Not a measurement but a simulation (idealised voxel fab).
The document below concerns the process module designated voxel capacitor over wiring.
Xsec cut, 160 nm wide, square cell size 5 nm.
When this document writes out a cross-section, it uses a grid of square cells and lists it as bands, beginning at the top and moving down, with a band standing for one or more rows of cells.
Band: top height; bottom height; in nm. Then, left to right: material with width in nm, for each material. "everywhere": a single material spanning edge to edge. "empty": empty space.
All heights in this document are referenced to 0, defined as the level beneath which the wafer, as received, consists entirely of one material. The lowest band is not bounded below; it extends indefinitely downward and is written in the form "z 0 and below".
Width: "30..40" (first number = top row, second number = bottom row, same change from row to row of cells).
Where the words "remains unaltered" appear for a step, the cross-section shows no cell changed by that step; every cell remained as before.
The label "Closed void entries" introduces a list of the empty spaces, 8 cells or larger, that have no open way up to the top; each entry in it reads width x height at distance, where the distance is taken from the left edge and all three are stated in nm.
What comes after the settings on a step's line is commentary from the simulator itself on that step.
"overlay nm", when on a step's line for a step with a mask, measures how far to the right of its planned place the mask lay; a negative measure means to the left.
**Below is the list of planned process steps**
1: RECEIVE,material Si
2: CONFORMAL_DEP,material SiO2,thk nm 10
3: CONFORMAL_DEP,material SiCN,thk nm 5
4: DIRECTIONAL_DEP,material SiO2,thk nm 25
5: MASKED_ETCH,tone open,mask id METAL_1,width nm 20,pitch nm 75,etch materials SiO2,depth nm 25,overlay nm 0
6: MASKED_ETCH,tone open,mask id METAL_1,width nm 20,pitch nm 75,etch materials SiCN,depth nm 5,overlay nm 0
7: CONFORMAL_DEP,material TiN,thk nm 5
8: FILL_DEP,material Cu,thk nm 5
9: CMP,height nm 40
10: CONFORMAL_DEP,material SiCN,thk nm 5
11: DIRECTIONAL_DEP,material lowk,thk nm 20
12: DIRECTIONAL_DEP,material aC,thk nm 15
13: PATTERN,tone open,mask id PLUG_1,material resist,width nm 15,thk nm 35,overlay nm 0
14: DIRECTIONAL_ETCH,etch materials aC,depth nm 15
15: STRIP,etch materials resist
16: DIRECTIONAL_ETCH,etch materials lowk,depth nm 20
17: DIRECTIONAL_ETCH,etch materials SiCN,depth nm 5
18: STRIP,etch materials aC
19: EPI,material Ru,thk nm 10
20: EPI,material Ru,thk nm 10
21: EPI,material Ru,thk nm 5
22: DIRECTIONAL_DEP,material TiN,thk nm 10
23: DIRECTIONAL_DEP,material Al2O3,thk nm 5
24: DIRECTIONAL_DEP,material TiN,thk nm 5
25: PATTERN,tone cover,mask id UPPER_PLATE,material resist,width nm 60,thk nm 15,overlay nm 0
26: DIRECTIONAL_ETCH,etch materials TiN,depth nm 5
27: DIRECTIONAL_ETCH,etch materials Al2O3,depth nm 5
28: STRIP,etch materials resist
29: PATTERN,tone cover,mask id LOWER_PLATE,material resist,width nm 70,thk nm 15,overlay nm 0
30: DIRECTIONAL_ETCH,etch materials TiN,depth nm 10
31: STRIP,etch materials resist
32: FILL_DEP,material SiO2,thk nm 20
33: CMP,height nm 100
34: DIRECTIONAL_DEP,material aC,thk nm 15
35: PATTERN,tone open,mask id PLUG_2,material resist,width nm 15,thk nm 30,overlay nm 0
36: DIRECTIONAL_ETCH,etch materials aC,depth nm 15
37: STRIP,etch materials resist
38: DIRECTIONAL_ETCH,etch materials SiO2,depth nm 15
39: STRIP,etch materials aC
40: CONFORMAL_DEP,material TiN,thk nm 5
41: FILL_DEP,material Cu,thk nm 5
42: CMP,height nm 100
43: CONFORMAL_DEP,material SiCN,thk nm 5
**First of two wafers, with the run carried out as planned**
**Cross-sectional view of the wafer in its as-received condition, corresponding to the state after step 1**
* z 0 and below = Si everywhere
* Closed void entries: none
**Step 2 done - wafer cross-section**
* z 10 to 0 = SiO2 everywhere
* Under 0: no change, same as before.
**Step 3 done - wafer cross-section**
* z 15 to 10 = SiCN everywhere
* Under 10: no change, same as before.
**Step 4 done - wafer cross-section**
* z 40 to 15 = SiO2 everywhere
* Under 15: no change, same as before.
**Step 5 done - wafer cross-section**
* z 40 to 15 = 30 nm SiO2  20 nm empty  55 nm SiO2  20 nm empty  35 nm SiO2
* Under 15: no change, same as before.
**Step 6 done - wafer cross-section**
* z 40 to 15 = 30 nm SiO2  20 nm empty  55 nm SiO2  20 nm empty  35 nm SiO2
* z 15 to 10 = 30 nm SiCN  20 nm empty  55 nm SiCN  20 nm empty  35 nm SiCN
* Under 10: no change, same as before.
**Step 7 done - wafer cross-section**
* z 45 to 40 = 35 nm TiN  10 nm empty  65 nm TiN  10 nm empty  40 nm TiN
* z 40 to 15 = 30 nm SiO2  5 nm TiN  10 nm empty  5 nm TiN  55 nm SiO2  5 nm TiN  10 nm empty  5 nm TiN  35 nm SiO2
* z 15 to 10 = 30 nm SiCN  20 nm TiN  55 nm SiCN  20 nm TiN  35 nm SiCN
* Under 10: no change, same as before.
**Step 8 done - wafer cross-section**
* z 50 to 45 = Cu everywhere
* z 45 to 40 = 35 nm TiN  10 nm Cu  65 nm TiN  10 nm Cu  40 nm TiN
* z 40 to 15 = 30 nm SiO2  5 nm TiN  10 nm Cu  5 nm TiN  55 nm SiO2  5 nm TiN  10 nm Cu  5 nm TiN  35 nm SiO2
* Under 15: no change, same as before.
**Step 9 done - wafer cross-section**
* z 40 to 15 = 30 nm SiO2  5 nm TiN  10 nm Cu  5 nm TiN  55 nm SiO2  5 nm TiN  10 nm Cu  5 nm TiN  35 nm SiO2
* Under 15: no change, same as before.
**Step 10 done - wafer cross-section**
* z 45 to 40 = SiCN everywhere
* Under 40: no change, same as before.
**Step 11 done - wafer cross-section**
* z 65 to 45 = lowk everywhere
* Under 45: no change, same as before.
**Step 12 done - wafer cross-section**
* z 80 to 65 = aC everywhere
* Under 65: no change, same as before.
**Step 13 done - wafer cross-section**
* z 115 to 80 = 35 nm resist  15 nm empty  110 nm resist
* Under 80: no change, same as before.
**Step 14 done - wafer cross-section**
* z 100 to 80 = 35 nm resist  15 nm empty  110 nm resist
* z 80 to 65 = 35 nm aC  15 nm empty  110 nm aC
* Under 65: no change, same as before.
**Step 15 done - wafer cross-section**
* z 80 to 65 = 35 nm aC  15 nm empty  110 nm aC
* Under 65: no change, same as before.
**Step 16 done - wafer cross-section**
* z 80 to 65 = 35 nm aC  15 nm empty  110 nm aC
* z 65 to 45 = 35 nm lowk  15 nm empty  110 nm lowk
* Under 45: no change, same as before.
**Step 17 done - wafer cross-section**
* z 80 to 65 = 35 nm aC  15 nm empty  110 nm aC
* z 65 to 45 = 35 nm lowk  15 nm empty  110 nm lowk
* z 45 to 40 = 35 nm SiCN  15 nm empty  110 nm SiCN
* Under 40: no change, same as before.
**Step 18 done - wafer cross-section**
* z 65 to 45 = 35 nm lowk  15 nm empty  110 nm lowk
* Under 45: no change, same as before.
**Step 19 done - wafer cross-section**
* z 65 to 50 = 35 nm lowk  15 nm empty  110 nm lowk
* z 50 to 45 = 35 nm lowk  15 nm Ru  110 nm lowk
* z 45 to 40 = 35 nm SiCN  15 nm Ru  110 nm SiCN
* Under 40: no change, same as before.
**Step 20 done - wafer cross-section**
* z 65 to 60 = 35 nm lowk  15 nm empty  110 nm lowk
* z 60 to 45 = 35 nm lowk  15 nm Ru  110 nm lowk
* Under 45: no change, same as before.
**Step 21 done - wafer cross-section**
* z 65 to 45 = 35 nm lowk  15 nm Ru  110 nm lowk
* Under 45: no change, same as before.
**Step 22 done - wafer cross-section**
* z 75 to 65 = TiN everywhere
* Under 65: no change, same as before.
**Step 23 done - wafer cross-section**
* z 80 to 75 = Al2O3 everywhere
* Under 75: no change, same as before.
**Step 24 done - wafer cross-section**
* z 85 to 80 = TiN everywhere
* Under 80: no change, same as before.
**Step 25 done - wafer cross-section**
* z 100 to 85 = 35 nm empty  60 nm resist  65 nm empty
* Under 85: no change, same as before.
**Step 26 done - wafer cross-section**
* z 100 to 85 = 35 nm empty  60 nm resist  65 nm empty
* z 85 to 80 = 35 nm empty  60 nm TiN  65 nm empty
* Under 80: no change, same as before.
**Step 27 done - wafer cross-section**
* z 100 to 85 = 35 nm empty  60 nm resist  65 nm empty
* z 85 to 80 = 35 nm empty  60 nm TiN  65 nm empty
* z 80 to 75 = 35 nm empty  60 nm Al2O3  65 nm empty
* Under 75: no change, same as before.
**Step 28 done - wafer cross-section**
* z 85 to 80 = 35 nm empty  60 nm TiN  65 nm empty
* Under 80: no change, same as before.
**Step 29 done - wafer cross-section**
* z 100 to 85 = 30 nm empty  70 nm resist  60 nm empty
* z 85 to 80 = 30 nm empty  5 nm resist  60 nm TiN  5 nm resist  60 nm empty
* z 80 to 75 = 30 nm empty  5 nm resist  60 nm Al2O3  5 nm resist  60 nm empty
* Under 75: no change, same as before.
**Step 30 done - wafer cross-section**
* z 100 to 85 = 30 nm empty  70 nm resist  60 nm empty
* z 85 to 80 = 30 nm empty  5 nm resist  60 nm TiN  5 nm resist  60 nm empty
* z 80 to 75 = 30 nm empty  5 nm resist  60 nm Al2O3  5 nm resist  60 nm empty
* z 75 to 65 = 30 nm empty  70 nm TiN  60 nm empty
* Under 65: no change, same as before.
**Step 31 done - wafer cross-section**
* z 85 to 80 = 35 nm empty  60 nm TiN  65 nm empty
* z 80 to 75 = 35 nm empty  60 nm Al2O3  65 nm empty
* Under 75: no change, same as before.
**Step 32 done - wafer cross-section**
* z 105 to 85 = SiO2 everywhere
* z 85 to 80 = 35 nm SiO2  60 nm TiN  65 nm SiO2
* z 80 to 75 = 35 nm SiO2  60 nm Al2O3  65 nm SiO2
* z 75 to 65 = 30 nm SiO2  70 nm TiN  60 nm SiO2
* Under 65: no change, same as before.
**Step 33 done - wafer cross-section**
* z 100 to 85 = SiO2 everywhere
* Under 85: no change, same as before.
**Step 34 done - wafer cross-section**
* z 115 to 100 = aC everywhere
* Under 100: no change, same as before.
**Step 35 done - wafer cross-section**
* z 145 to 115 = 45 nm resist  15 nm empty  100 nm resist
* Under 115: no change, same as before.
**Step 36 done - wafer cross-section**
* z 130 to 115 = 45 nm resist  15 nm empty  100 nm resist
* z 115 to 100 = 45 nm aC  15 nm empty  100 nm aC
* Under 100: no change, same as before.
**Step 37 done - wafer cross-section**
* z 115 to 100 = 45 nm aC  15 nm empty  100 nm aC
* Under 100: no change, same as before.
**Step 38 done - wafer cross-section**
* z 115 to 100 = 45 nm aC  15 nm empty  100 nm aC
* z 100 to 85 = 45 nm SiO2  15 nm empty  100 nm SiO2
* Under 85: no change, same as before.
**Step 39 done - wafer cross-section**
* z 100 to 85 = 45 nm SiO2  15 nm empty  100 nm SiO2
* Under 85: no change, same as before.
**Step 40 done - wafer cross-section**
* z 105 to 100 = 50 nm TiN  5 nm empty  105 nm TiN
* z 100 to 90 = 45 nm SiO2  5 nm TiN  5 nm empty  5 nm TiN  100 nm SiO2
* z 90 to 80 = 45..35 nm SiO2  15..60 nm TiN  100..65 nm SiO2
* Under 80: no change, same as before.
**Step 41 done - wafer cross-section**
* z 110 to 105 = Cu everywhere
* z 105 to 100 = 50 nm TiN  5 nm Cu  105 nm TiN
* z 100 to 90 = 45 nm SiO2  5 nm TiN  5 nm Cu  5 nm TiN  100 nm SiO2
* Under 90: no change, same as before.
**Step 42 done - wafer cross-section**
* z 100 to 90 = 45 nm SiO2  5 nm TiN  5 nm Cu  5 nm TiN  100 nm SiO2
* Under 90: no change, same as before.
**Step 43 done - wafer cross-section**
* z 105 to 100 = SiCN everywhere
* Under 100: no change, same as before.
**Second of two: same start, same plan, one run error; steps up to and including 1 match the first**
Second wafer at the planned finish of step 2, seen in cross-section: remains unaltered
**Second wafer at the planned finish of step 3, seen in cross-section**
* z 5 to 0 = SiCN everywhere
* Under 0: no change, same as before.
**Second wafer at the planned finish of step 4, seen in cross-section**
* z 30 to 5 = SiO2 everywhere
* Under 5: no change, same as before.
**Second wafer at the planned finish of step 5, seen in cross-section**
* z 30 to 5 = 30 nm SiO2  20 nm empty  55 nm SiO2  20 nm empty  35 nm SiO2
* Under 5: no change, same as before.
**Second wafer at the planned finish of step 6, seen in cross-section**
* z 30 to 5 = 30 nm SiO2  20 nm empty  55 nm SiO2  20 nm empty  35 nm SiO2
* z 5 to 0 = 30 nm SiCN  20 nm empty  55 nm SiCN  20 nm empty  35 nm SiCN
* Under 0: no change, same as before.
**Second wafer at the planned finish of step 7, seen in cross-section**
* z 35 to 30 = 35 nm TiN  10 nm empty  65 nm TiN  10 nm empty  40 nm TiN
* z 30 to 5 = 30 nm SiO2  5 nm TiN  10 nm empty  5 nm TiN  55 nm SiO2  5 nm TiN  10 nm empty  5 nm TiN  35 nm SiO2
* z 5 to 0 = 30 nm SiCN  20 nm TiN  55 nm SiCN  20 nm TiN  35 nm SiCN
* Under 0: no change, same as before.
**Second wafer at the planned finish of step 8, seen in cross-section**
* z 40 to 35 = Cu everywhere
* z 35 to 30 = 35 nm TiN  10 nm Cu  65 nm TiN  10 nm Cu  40 nm TiN
* z 30 to 5 = 30 nm SiO2  5 nm TiN  10 nm Cu  5 nm TiN  55 nm SiO2  5 nm TiN  10 nm Cu  5 nm TiN  35 nm SiO2
* Under 5: no change, same as before.
Second wafer at the planned finish of step 9, seen in cross-section: remains unaltered
**Second wafer at the planned finish of step 10, seen in cross-section**
* z 45 to 40 = SiCN everywhere
* Under 40: no change, same as before.
**Second wafer at the planned finish of step 11, seen in cross-section**
* z 65 to 45 = lowk everywhere
* Under 45: no change, same as before.
**Second wafer at the planned finish of step 12, seen in cross-section**
* z 80 to 65 = aC everywhere
* Under 65: no change, same as before.
**Second wafer at the planned finish of step 13, seen in cross-section**
* z 115 to 80 = 35 nm resist  15 nm empty  110 nm resist
* Under 80: no change, same as before.
**Second wafer at the planned finish of step 14, seen in cross-section**
* z 100 to 80 = 35 nm resist  15 nm empty  110 nm resist
* z 80 to 65 = 35 nm aC  15 nm empty  110 nm aC
* Under 65: no change, same as before.
**Second wafer at the planned finish of step 15, seen in cross-section**
* z 80 to 65 = 35 nm aC  15 nm empty  110 nm aC
* Under 65: no change, same as before.
**Second wafer at the planned finish of step 16, seen in cross-section**
* z 80 to 65 = 35 nm aC  15 nm empty  110 nm aC
* z 65 to 45 = 35 nm lowk  15 nm empty  110 nm lowk
* Under 45: no change, same as before.
**Second wafer at the planned finish of step 17, seen in cross-section**
* z 80 to 65 = 35 nm aC  15 nm empty  110 nm aC
* z 65 to 45 = 35 nm lowk  15 nm empty  110 nm lowk
* z 45 to 40 = 35 nm SiCN  15 nm empty  110 nm SiCN
* Under 40: no change, same as before.
**Second wafer at the planned finish of step 18, seen in cross-section**
* z 65 to 45 = 35 nm lowk  15 nm empty  110 nm lowk
* Under 45: no change, same as before.
**Second wafer at the planned finish of step 19, seen in cross-section**
* z 65 to 50 = 35 nm lowk  15 nm empty  110 nm lowk
* z 50 to 45 = 35 nm lowk  15 nm Ru  110 nm lowk
* z 45 to 40 = 35 nm SiCN  15 nm Ru  110 nm SiCN
* Under 40: no change, same as before.
**Second wafer at the planned finish of step 20, seen in cross-section**
* z 65 to 60 = 35 nm lowk  15 nm empty  110 nm lowk
* z 60 to 45 = 35 nm lowk  15 nm Ru  110 nm lowk
* Under 45: no change, same as before.
**Second wafer at the planned finish of step 21, seen in cross-section**
* z 65 to 45 = 35 nm lowk  15 nm Ru  110 nm lowk
* Under 45: no change, same as before.
**Second wafer at the planned finish of step 22, seen in cross-section**
* z 75 to 65 = TiN everywhere
* Under 65: no change, same as before.
**Second wafer at the planned finish of step 23, seen in cross-section**
* z 80 to 75 = Al2O3 everywhere
* Under 75: no change, same as before.
**Second wafer at the planned finish of step 24, seen in cross-section**
* z 85 to 80 = TiN everywhere
* Under 80: no change, same as before.
**Second wafer at the planned finish of step 25, seen in cross-section**
* z 100 to 85 = 35 nm empty  60 nm resist  65 nm empty
* Under 85: no change, same as before.
**Second wafer at the planned finish of step 26, seen in cross-section**
* z 100 to 85 = 35 nm empty  60 nm resist  65 nm empty
* z 85 to 80 = 35 nm empty  60 nm TiN  65 nm empty
* Under 80: no change, same as before.
**Second wafer at the planned finish of step 27, seen in cross-section**
* z 100 to 85 = 35 nm empty  60 nm resist  65 nm empty
* z 85 to 80 = 35 nm empty  60 nm TiN  65 nm empty
* z 80 to 75 = 35 nm empty  60 nm Al2O3  65 nm empty
* Under 75: no change, same as before.
**Second wafer at the planned finish of step 28, seen in cross-section**
* z 85 to 80 = 35 nm empty  60 nm TiN  65 nm empty
* Under 80: no change, same as before.
**Second wafer at the planned finish of step 29, seen in cross-section**
* z 100 to 85 = 30 nm empty  70 nm resist  60 nm empty
* z 85 to 80 = 30 nm empty  5 nm resist  60 nm TiN  5 nm resist  60 nm empty
* z 80 to 75 = 30 nm empty  5 nm resist  60 nm Al2O3  5 nm resist  60 nm empty
* Under 75: no change, same as before.
**Second wafer at the planned finish of step 30, seen in cross-section**
* z 100 to 85 = 30 nm empty  70 nm resist  60 nm empty
* z 85 to 80 = 30 nm empty  5 nm resist  60 nm TiN  5 nm resist  60 nm empty
* z 80 to 75 = 30 nm empty  5 nm resist  60 nm Al2O3  5 nm resist  60 nm empty
* z 75 to 65 = 30 nm empty  70 nm TiN  60 nm empty
* Under 65: no change, same as before.
**Second wafer at the planned finish of step 31, seen in cross-section**
* z 85 to 80 = 35 nm empty  60 nm TiN  65 nm empty
* z 80 to 75 = 35 nm empty  60 nm Al2O3  65 nm empty
* Under 75: no change, same as before.
**Second wafer at the planned finish of step 32, seen in cross-section**
* z 105 to 85 = SiO2 everywhere
* z 85 to 80 = 35 nm SiO2  60 nm TiN  65 nm SiO2
* z 80 to 75 = 35 nm SiO2  60 nm Al2O3  65 nm SiO2
* z 75 to 65 = 30 nm SiO2  70 nm TiN  60 nm SiO2
* Under 65: no change, same as before.
**Second wafer at the planned finish of step 33, seen in cross-section**
* z 100 to 85 = SiO2 everywhere
* Under 85: no change, same as before.
**Second wafer at the planned finish of step 34, seen in cross-section**
* z 115 to 100 = aC everywhere
* Under 100: no change, same as before.
**Second wafer at the planned finish of step 35, seen in cross-section**
* z 145 to 115 = 45 nm resist  15 nm empty  100 nm resist
* Under 115: no change, same as before.
**Second wafer at the planned finish of step 36, seen in cross-section**
* z 130 to 115 = 45 nm resist  15 nm empty  100 nm resist
* z 115 to 100 = 45 nm aC  15 nm empty  100 nm aC
* Under 100: no change, same as before.
**Second wafer at the planned finish of step 37, seen in cross-section**
* z 115 to 100 = 45 nm aC  15 nm empty  100 nm aC
* Under 100: no change, same as before.
**Second wafer at the planned finish of step 38, seen in cross-section**
* z 115 to 100 = 45 nm aC  15 nm empty  100 nm aC
* z 100 to 85 = 45 nm SiO2  15 nm empty  100 nm SiO2
* Under 85: no change, same as before.
**Second wafer at the planned finish of step 39, seen in cross-section**
* z 100 to 85 = 45 nm SiO2  15 nm empty  100 nm SiO2
* Under 85: no change, same as before.
**Second wafer at the planned finish of step 40, seen in cross-section**
* z 105 to 100 = 50 nm TiN  5 nm empty  105 nm TiN
* z 100 to 90 = 45 nm SiO2  5 nm TiN  5 nm empty  5 nm TiN  100 nm SiO2
* z 90 to 80 = 45..35 nm SiO2  15..60 nm TiN  100..65 nm SiO2
* Under 80: no change, same as before.
**Second wafer at the planned finish of step 41, seen in cross-section**
* z 110 to 105 = Cu everywhere
* z 105 to 100 = 50 nm TiN  5 nm Cu  105 nm TiN
* z 100 to 90 = 45 nm SiO2  5 nm TiN  5 nm Cu  5 nm TiN  100 nm SiO2
* Under 90: no change, same as before.
**Second wafer at the planned finish of step 42, seen in cross-section**
* z 100 to 90 = 45 nm SiO2  5 nm TiN  5 nm Cu  5 nm TiN  100 nm SiO2
* Under 90: no change, same as before.
**Second wafer at the planned finish of step 43, seen in cross-section**
* z 105 to 100 = SiCN everywhere
* Under 100: no change, same as before.
So what did we get wrong on this run? step 2 of the plan did not run at all; it was left out
It is noted that, at the conclusion of processing, the second wafer exhibits a higher or lower cell count for certain materials relative to the first: Cu: 36 more, SiO2: 64 fewer, TiN: 28 more
